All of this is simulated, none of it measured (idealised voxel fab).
A process module follows: voxel self aligned contacts.
Displayed cross-section: cut, width of 230 nm, square cells sized 5 nm.
Format of a cross-section: grid, square cells. Given as bands. Order: top down. Band: one or more rows of cells.
Each band's line starts with the height of the band's top and of its bottom, in nm. Then come its materials from left to right, each with its width in nm. One material with "edge to edge" fills the band from edge to edge. "air" is empty space.
Heights from 0 (as-received wafer is one material below). Bottom band endless downward, as "0..down".
Per-row width for "30 to 40": begins at first number (top row of band), ends at second number (bottom row), increment between rows held constant.
Where the words "everything unchanged" appear for a step, the cross-section shows no cell changed by that step; every cell remained as before.
Sealed-off cavities: empty space of 8 cells or more with no open way to the top, each as width x height at its distance from the left edge, in nm
The remark found on a step's line after its settings is issued by the simulator itself and pertains to that step.
"overlay nm" denotes, for a step that has a mask, the displacement of the mask to the right of its planned place, with negative values corresponding to the left.
**The process steps that were planned are listed below**
- 1: RECEIVE,material Si
- 2: CONFORMAL_DEP,material SiO2,thk nm 5
- 3: DIRECTIONAL_DEP,material polySi,thk nm 20
- 4: DIRECTIONAL_DEP,material SiN,thk nm 15
- 5: DIRECTIONAL_DEP,material aC,thk nm 15
- 6: PATTERN,tone cover,mask id GATE,material resist,width nm 25,pitch nm 50,thk nm 30,overlay nm 0
- 7: DIRECTIONAL_ETCH,etch materials aC,depth nm 15
- 8: STRIP,etch materials resist
- 9: DIRECTIONAL_ETCH,etch materials SiN,depth nm 15
- 10: DIRECTIONAL_ETCH,etch materials polySi,depth nm 20
- 11: STRIP,etch materials aC
- 12: CONFORMAL_DEP,material SiN,thk nm 5
- 13: DIRECTIONAL_ETCH,etch materials SiN,depth nm 5
- 14: FILL_DEP,material SiO2,thk nm 15
- 15: CMP,height nm 50
- 16: PATTERN,tone open,mask id CONTACT,material resist,width nm 35,thk nm 15,overlay nm 0
- 17: DIRECTIONAL_ETCH,etch materials SiO2,depth nm 50
- 18: STRIP,etch materials resist
- 19: CONFORMAL_DEP,material TiN,thk nm 5
- 20: FILL_DEP,material Ru,thk nm 10
- 21: CMP,height nm 50
- 22: CONFORMAL_DEP,material SiN,thk nm 5
**Wafer cross-section on receipt, i.e. after step 1**
    0..down  Si edge to edge
    Sealed-off cavities: none
**The first of the two wafers as seen in cross-section once the module was finished; processing followed the plan**
    55..50  SiN edge to edge
    50..40  SiO2 (95); TiN (5 to 15); Ru (25 to 5); TiN (5 to 15); SiO2 (100)
    40..25  SiO2 (70); SiN (35); TiN (5); Ru (5); TiN (5); SiN (35); SiO2 (75)
    25..5  SiO2 (70); SiN (5); polySi (25); SiN (5); TiN (5); Ru (5); TiN (5); SiN (5); polySi (25); SiN (5); SiO2 (75)
    5..0  SiO2 (105); TiN (15); SiO2 (110)
    0..down  Si edge to edge
    Sealed-off cavities: none
**Module end: cross-section of wafer two of two. Same start and process plan as the first wafer. One mistake during execution**
    55..50  SiN edge to edge
    50..40  SiO2 (95); TiN (5); Ru (25); TiN (5); SiO2 (100)
    40..35  SiO2 (95); TiN (10); Ru (15); TiN (10); SiO2 (100)
    35..25  SiO2 (75); SiN (25); TiN (5); Ru (15); TiN (5); SiN (25); SiO2 (80)
    25..5  SiO2 (75); polySi (25); TiN (5); Ru (15); TiN (5); polySi (25); SiO2 (80)
    5..0  SiO2 (100); TiN (25); SiO2 (105)
    0..down  Si edge to edge
    Sealed-off cavities: none
It is concluded that the wafer was processed incorrectly with respect to the plan, in that step 12 was left out
Per the end-of-run cell counts, the second wafer holds more or fewer of some materials than the first: +18 Ru, -38 SiN, +20 SiO2
